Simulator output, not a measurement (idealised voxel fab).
Herein follows the process module entitled voxel self aligned contacts.
Cross-sectional view cut (width: 250 nm; square cell size: 5 nm).
In this document a cross-section is written as a grid of square cells. It is given as a series of bands, listed from the top down, and a band is one or more rows of cells. Basically the band line says how high the top is and how high the bottom is, in nm, and then what's in it from left to right, every material with its width in nm. Empty space shows up as "air", and if a single material carries "throughout" it runs the full band edge to edge. Height datum 0, below which the as-received substrate wafer is one material. Lowest band open at the bottom, running downward: "0 down". Think of "30 to 40" as a width that walks from the first number to the second as you go down the band, top row to bottom row, taking equal-sized steps from row to row. Key: "left unchanged" - step with no changed cell in the cross-section. The label "Closed void table" introduces a list of the empty spaces, 8 cells or larger, that have no open way up to the top; each entry in it reads width x height at distance, where the distance is taken from the left edge and all three are stated in nm. Formally, on a step line, whatever follows the settings is a remark that the simulator itself makes on the step. When a step includes a mask, the "overlay nm" setting on its line states how far to the right of its planned place that mask lay, and negative values state how far to the left.
# Intended process steps
1) RECEIVE,material Si
2) CONFORMAL_DEP,material SiO2,thk nm 5
3) DIRECTIONAL_DEP,material polySi,thk nm 20
4) DIRECTIONAL_DEP,material SiN,thk nm 20
5) PATTERN,tone cover,mask id GATE,material resist,width nm 25,pitch nm 70,thk nm 20,overlay nm 0
6) DIRECTIONAL_ETCH,etch materials SiN,depth nm 20
7) DIRECTIONAL_ETCH,etch materials polySi,depth nm 20
8) STRIP,etch materials resist
9) CONFORMAL_DEP,material SiN,thk nm 10
10) DIRECTIONAL_ETCH,etch materials SiN,depth nm 10
11) FILL_DEP,material SiO2,thk nm 15
12) CMP,height nm 55
13) PATTERN,tone open,mask id CONTACT,material resist,width nm 55,pitch nm 70,thk nm 15,overlay nm 0
14) DIRECTIONAL_ETCH,etch materials SiO2,depth nm 55
15) STRIP,etch materials resist
16) CONFORMAL_DEP,material TiN,thk nm 5
17) FILL_DEP,material W,thk nm 5
18) CMP,height nm 55
19) CONFORMAL_DEP,material SiN,thk nm 5
# Incoming wafer in cross-section (state: after step 1)
0 down: Si throughout
Closed void table: none
# End-of-module XS, first of two wafers, run as planned
60 to 55: SiN throughout
55 to 45: SiO2: 60 / TiN: 5 to 20 / W: 45 to 15 / TiN: 5 to 20 / SiO2: 15 / TiN: 5 to 20 / W: 45 to 15 / TiN: 5 to 20 / SiO2: 65
45 to 25: SiO2: 30 / SiN: 45 / TiN: 5 / W: 15 / TiN: 5 / SiN: 45 / TiN: 5 / W: 15 / TiN: 5 / SiN: 45 / SiO2: 35
25 to 5: SiO2: 30 / SiN: 10 / polySi: 25 / SiN: 10 / TiN: 5 / W: 15 / TiN: 5 / SiN: 10 / polySi: 25 / SiN: 10 / TiN: 5 / W: 15 / TiN: 5 / SiN: 10 / polySi: 25 / SiN: 10 / SiO2: 35
5 to 0: SiO2: 75 / TiN: 25 / SiO2: 45 / TiN: 25 / SiO2: 80
0 down: Si throughout
Closed void table: none
# Second of two wafers, module complete, sectioned: it shares the first wafer's start and plan but was run with one mistake
60 to 55: SiN throughout
55 to 50: SiO2: 30 / SiN: 45 / TiN: 5 / W: 15 / TiN: 5 / SiN: 45 / TiN: 5 / W: 15 / TiN: 5 / SiN: 45 / SiO2: 35
50 to 45: SiO2: 30 / SiN: 45 / TiN: 25 / SiN: 45 / TiN: 25 / SiN: 45 / SiO2: 35
45 to 25: SiN throughout
25 to 5: polySi throughout
5 to 0: SiO2 throughout
0 down: Si throughout
Closed void table: none
Where did the run depart from the plan? the plan's step 4 ran twice
Materials where the second wafer ends with more or fewer cells than the first: SiN: 98 more; SiO2: 124 fewer; TiN: 48 fewer; W: 66 fewer; polySi: 140 more
